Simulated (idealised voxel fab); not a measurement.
The name of this process module is voxel self aligned vias.
Cross-sectional view cut (width: 225 nm; square cell size: 5 nm).
This document writes a cross-section as a grid whose cells are square, and gives it as bands, listed from the top down; one or more rows of cells form a band. What a band's entry tells you: where the top is and where the bottom is, as heights in nm, and after that what lies inside, material by material from left to right, each with its width in nm. Empty space is written as the word "air", and a single material marked with the word "all across" occupies the band from edge to edge. All heights in this document are referenced to 0, defined as the level beneath which the wafer, as received, consists entirely of one material. The lowest band is not bounded below; it extends indefinitely downward and is written in the form "0 down". So if you see something like "30..40" for the width, read it as the top row of the band sitting at the first number and the bottom row at the second, with every row in between moving by the same amount as the last. "all unchanged" for a step: no cell of the cross-section changed in that step. "Closed voids list" lists enclosed empty spaces (at least 8 cells, no open path upward to the top), each as width x height at distance from the left edge, in nm. Whatever follows a step's settings on its line is a remark the simulator itself makes about that step. overlay nm, on a step with a mask: how far to the right of its planned place the mask lay; to the left if negative.
The steps planned for the process are as follows
step 1: RECEIVE: material Si
step 2: CONFORMAL_DEP: material SiO2, thk nm 15
step 3: CONFORMAL_DEP: material SiCN, thk nm 5
step 4: DIRECTIONAL_DEP: material SiO2, thk nm 25
step 5: DIRECTIONAL_DEP: material aC, thk nm 10
step 6: PATTERN: tone open, mask id LINES, material resist, width nm 30, pitch nm 55, thk nm 25, overlay nm 0
step 7: DIRECTIONAL_ETCH: etch materials aC, depth nm 10
step 8: STRIP: etch materials resist
step 9: DIRECTIONAL_ETCH: etch materials SiO2, depth nm 25
step 10: STRIP: etch materials aC
step 11: CONFORMAL_DEP: material TiN, thk nm 5
step 12: FILL_DEP: material Ru, thk nm 10
step 13: CMP: height nm 45
step 14: SELECTIVE_ETCH: etch materials W Ru TiN, depth nm 10
step 15: FILL_DEP: material SiN, thk nm 10
step 16: CMP: height nm 45
step 17: DIRECTIONAL_DEP: material SiO2, thk nm 15
step 18: DIRECTIONAL_DEP: material aC, thk nm 15
step 19: PATTERN: tone open, mask id VIAS, material resist, width nm 40, thk nm 35, overlay nm 0
step 20: DIRECTIONAL_ETCH: etch materials aC, depth nm 15
step 21: STRIP: etch materials resist
step 22: DIRECTIONAL_ETCH: etch materials SiO2, depth nm 15
step 23: DIRECTIONAL_ETCH: etch materials SiN, depth nm 10
step 24: STRIP: etch materials aC
step 25: CONFORMAL_DEP: material TiN, thk nm 5
step 26: FILL_DEP: material Ru, thk nm 10
step 27: CMP: height nm 60
step 28: CONFORMAL_DEP: material SiN, thk nm 5
First of two wafers: run as planned
This is the cross-section of the wafer as we received it, i.e. after step 1
> 0 down  Si all across
> Closed voids list: none
The wafer, seen in cross-section, after step 2
> 15 to 0  SiO2 all across
> Beneath the level 0, the cross-section is identical to its previous state.
The wafer, seen in cross-section, after step 3
> 20 to 15  SiCN all across
> Beneath the level 15, the cross-section is identical to its previous state.
The wafer, seen in cross-section, after step 4
> 45 to 20  SiO2 all across
> Beneath the level 20, the cross-section is identical to its previous state.
The wafer, seen in cross-section, after step 5
> 55 to 45  aC all across
> Beneath the level 45, the cross-section is identical to its previous state.
The wafer, seen in cross-section, after step 6
> 80 to 55  70 of resist, 30 of air, 25 of resist, 30 of air, 70 of resist
> Beneath the level 55, the cross-section is identical to its previous state.
The wafer, seen in cross-section, after step 7
> 70 to 55  70 of resist, 30 of air, 25 of resist, 30 of air, 70 of resist
> 55 to 45  70 of aC, 30 of air, 25 of aC, 30 of air, 70 of aC
> Beneath the level 45, the cross-section is identical to its previous state.
The wafer, seen in cross-section, after step 8
> 55 to 45  70 of aC, 30 of air, 25 of aC, 30 of air, 70 of aC
> Beneath the level 45, the cross-section is identical to its previous state.
The wafer, seen in cross-section, after step 9
> 55 to 45  70 of aC, 30 of air, 25 of aC, 30 of air, 70 of aC
> 45 to 20  70 of SiO2, 30 of air, 25 of SiO2, 30 of air, 70 of SiO2
> Beneath the level 20, the cross-section is identical to its previous state.
The wafer, seen in cross-section, after step 10
> 45 to 20  70 of SiO2, 30 of air, 25 of SiO2, 30 of air, 70 of SiO2
> Beneath the level 20, the cross-section is identical to its previous state.
The wafer, seen in cross-section, after step 11
> 50 to 45  75 of TiN, 20 of air, 35 of TiN, 20 of air, 75 of TiN
> 45 to 25  70 of SiO2, 5 of TiN, 20 of air, 5 of TiN, 25 of SiO2, 5 of TiN, 20 of air, 5 of TiN, 70 of SiO2
> 25 to 20  70 of SiO2, 30 of TiN, 25 of SiO2, 30 of TiN, 70 of SiO2
> Beneath the level 20, the cross-section is identical to its previous state.
The wafer, seen in cross-section, after step 12
> 60 to 50  Ru all across
> 50 to 45  75 of TiN, 20 of Ru, 35 of TiN, 20 of Ru, 75 of TiN
> 45 to 25  70 of SiO2, 5 of TiN, 20 of Ru, 5 of TiN, 25 of SiO2, 5 of TiN, 20 of Ru, 5 of TiN, 70 of SiO2
> Beneath the level 25, the cross-section is identical to its previous state.
The wafer, seen in cross-section, after step 13
> 45 to 25  70 of SiO2, 5 of TiN, 20 of Ru, 5 of TiN, 25 of SiO2, 5 of TiN, 20 of Ru, 5 of TiN, 70 of SiO2
> Beneath the level 25, the cross-section is identical to its previous state.
The wafer, seen in cross-section, after step 14
> 45 to 35  70 of SiO2, 30 of air, 25 of SiO2, 30 of air, 70 of SiO2
> Beneath the level 35, the cross-section is identical to its previous state.
The wafer, seen in cross-section, after step 15
> 55 to 45  SiN all across
> 45 to 35  70 of SiO2, 30 of SiN, 25 of SiO2, 30 of SiN, 70 of SiO2
> Beneath the level 35, the cross-section is identical to its previous state.
The wafer, seen in cross-section, after step 16
> 45 to 35  70 of SiO2, 30 of SiN, 25 of SiO2, 30 of SiN, 70 of SiO2
> Beneath the level 35, the cross-section is identical to its previous state.
The wafer, seen in cross-section, after step 17
> 60 to 45  SiO2 all across
> Beneath the level 45, the cross-section is identical to its previous state.
The wafer, seen in cross-section, after step 18
> 75 to 60  aC all across
> Beneath the level 60, the cross-section is identical to its previous state.
The wafer, seen in cross-section, after step 19
> 110 to 75  65 of resist, 40 of air, 120 of resist
> Beneath the level 75, the cross-section is identical to its previous state.
The wafer, seen in cross-section, after step 20
> 95 to 75  65 of resist, 40 of air, 120 of resist
> 75 to 60  65 of aC, 40 of air, 120 of aC
> Beneath the level 60, the cross-section is identical to its previous state.
The wafer, seen in cross-section, after step 21
> 75 to 60  65 of aC, 40 of air, 120 of aC
> Beneath the level 60, the cross-section is identical to its previous state.
The wafer, seen in cross-section, after step 22
> 75 to 60  65 of aC, 40 of air, 120 of aC
> 60 to 45  65 of SiO2, 40 of air, 120 of SiO2
> Beneath the level 45, the cross-section is identical to its previous state.
The wafer, seen in cross-section, after step 23
> 75 to 60  65 of aC, 40 of air, 120 of aC
> 60 to 45  65 of SiO2, 40 of air, 120 of SiO2
> 45 to 35  70 of SiO2, 30 of air, 25 of SiO2, 30 of SiN, 70 of SiO2
> Beneath the level 35, the cross-section is identical to its previous state.
The wafer, seen in cross-section, after step 24
> 60 to 45  65 of SiO2, 40 of air, 120 of SiO2
> Beneath the level 45, the cross-section is identical to its previous state.
The wafer, seen in cross-section, after step 25
> 65 to 60  70 of TiN, 30 of air, 125 of TiN
> 60 to 50  65 of SiO2, 5 of TiN, 30 of air, 5 of TiN, 120 of SiO2
> 50 to 45  65 of SiO2, 10 of TiN, 20 of air, 10 of TiN, 120 of SiO2
> 45 to 40  70 of SiO2, 5 of TiN, 20 of air, 5 of TiN, 25 of SiO2, 30 of SiN, 70 of SiO2
> 40 to 35  70 of SiO2, 30 of TiN, 25 of SiO2, 30 of SiN, 70 of SiO2
> Beneath the level 35, the cross-section is identical to its previous state.
The wafer, seen in cross-section, after step 26
> 75 to 65  Ru all across
> 65 to 60  70 of TiN, 30 of Ru, 125 of TiN
> 60 to 50  65 of SiO2, 5 of TiN, 30 of Ru, 5 of TiN, 120 of SiO2
> 50 to 45  65 of SiO2, 10 of TiN, 20 of Ru, 10 of TiN, 120 of SiO2
> 45 to 40  70 of SiO2, 5 of TiN, 20 of Ru, 5 of TiN, 25 of SiO2, 30 of SiN, 70 of SiO2
> Beneath the level 40, the cross-section is identical to its previous state.
The wafer, seen in cross-section, after step 27
> 60 to 50  65 of SiO2, 5 of TiN, 30 of Ru, 5 of TiN, 120 of SiO2
> Beneath the level 50, the cross-section is identical to its previous state.
The wafer, seen in cross-section, after step 28
> 65 to 60  SiN all across
> Beneath the level 60, the cross-section is identical to its previous state.
Wafer two of two - same starting point, same process plan, one mistake in execution; matches wafer one up to and including step 14
Cross-sectional representation of the second wafer at the time designated in the plan for the completion of step 15
> 55 to 45  W all across
> 45 to 35  70 of SiO2, 30 of W, 25 of SiO2, 30 of W, 70 of SiO2
> Beneath the level 35, the cross-section is identical to its previous state.
Cross-sectional representation of the second wafer at the time designated in the plan for the completion of step 16
> 45 to 35  70 of SiO2, 30 of W, 25 of SiO2, 30 of W, 70 of SiO2
> Beneath the level 35, the cross-section is identical to its previous state.
Cross-sectional representation of the second wafer at the time designated in the plan for the completion of step 17
> 60 to 45  SiO2 all across
> Beneath the level 45, the cross-section is identical to its previous state.
Cross-sectional representation of the second wafer at the time designated in the plan for the completion of step 18
> 75 to 60  aC all across
> Beneath the level 60, the cross-section is identical to its previous state.
Cross-sectional representation of the second wafer at the time designated in the plan for the completion of step 19
> 110 to 75  65 of resist, 40 of air, 120 of resist
> Beneath the level 75, the cross-section is identical to its previous state.
Cross-sectional representation of the second wafer at the time designated in the plan for the completion of step 20
> 95 to 75  65 of resist, 40 of air, 120 of resist
> 75 to 60  65 of aC, 40 of air, 120 of aC
> Beneath the level 60, the cross-section is identical to its previous state.
Cross-sectional representation of the second wafer at the time designated in the plan for the completion of step 21
> 75 to 60  65 of aC, 40 of air, 120 of aC
> Beneath the level 60, the cross-section is identical to its previous state.
Cross-sectional representation of the second wafer at the time designated in the plan for the completion of step 22
> 75 to 60  65 of aC, 40 of air, 120 of aC
> 60 to 45  65 of SiO2, 40 of air, 120 of SiO2
> Beneath the level 45, the cross-section is identical to its previous state.
Cross-sectional representation of the second wafer at the time designated in the plan for the completion of step 23: all unchanged
Cross-sectional representation of the second wafer at the time designated in the plan for the completion of step 24
> 60 to 45  65 of SiO2, 40 of air, 120 of SiO2
> Beneath the level 45, the cross-section is identical to its previous state.
Cross-sectional representation of the second wafer at the time designated in the plan for the completion of step 25
> 65 to 60  70 of TiN, 30 of air, 125 of TiN
> 60 to 50  65 of SiO2, 5 of TiN, 30 of air, 5 of TiN, 120 of SiO2
> 50 to 45  65 of SiO2, 40 of TiN, 120 of SiO2
> Beneath the level 45, the cross-section is identical to its previous state.
Cross-sectional representation of the second wafer at the time designated in the plan for the completion of step 26
> 75 to 65  Ru all across
> 65 to 60  70 of TiN, 30 of Ru, 125 of TiN
> 60 to 50  65 of SiO2, 5 of TiN, 30 of Ru, 5 of TiN, 120 of SiO2
> Beneath the level 50, the cross-section is identical to its previous state.
Cross-sectional representation of the second wafer at the time designated in the plan for the completion of step 27
> 60 to 50  65 of SiO2, 5 of TiN, 30 of Ru, 5 of TiN, 120 of SiO2
> Beneath the level 50, the cross-section is identical to its previous state.
Cross-sectional representation of the second wafer at the time designated in the plan for the completion of step 28
> 65 to 60  SiN all across
> Beneath the level 60, the cross-section is identical to its previous state.
So what did we get wrong on this run? step 15 ran as: FILL_DEP: material W, thk nm 10
The final cell counts differ between the wafers, with the second having more or fewer of some materials than the first: Ru -8, SiN -12, TiN -4, W +24
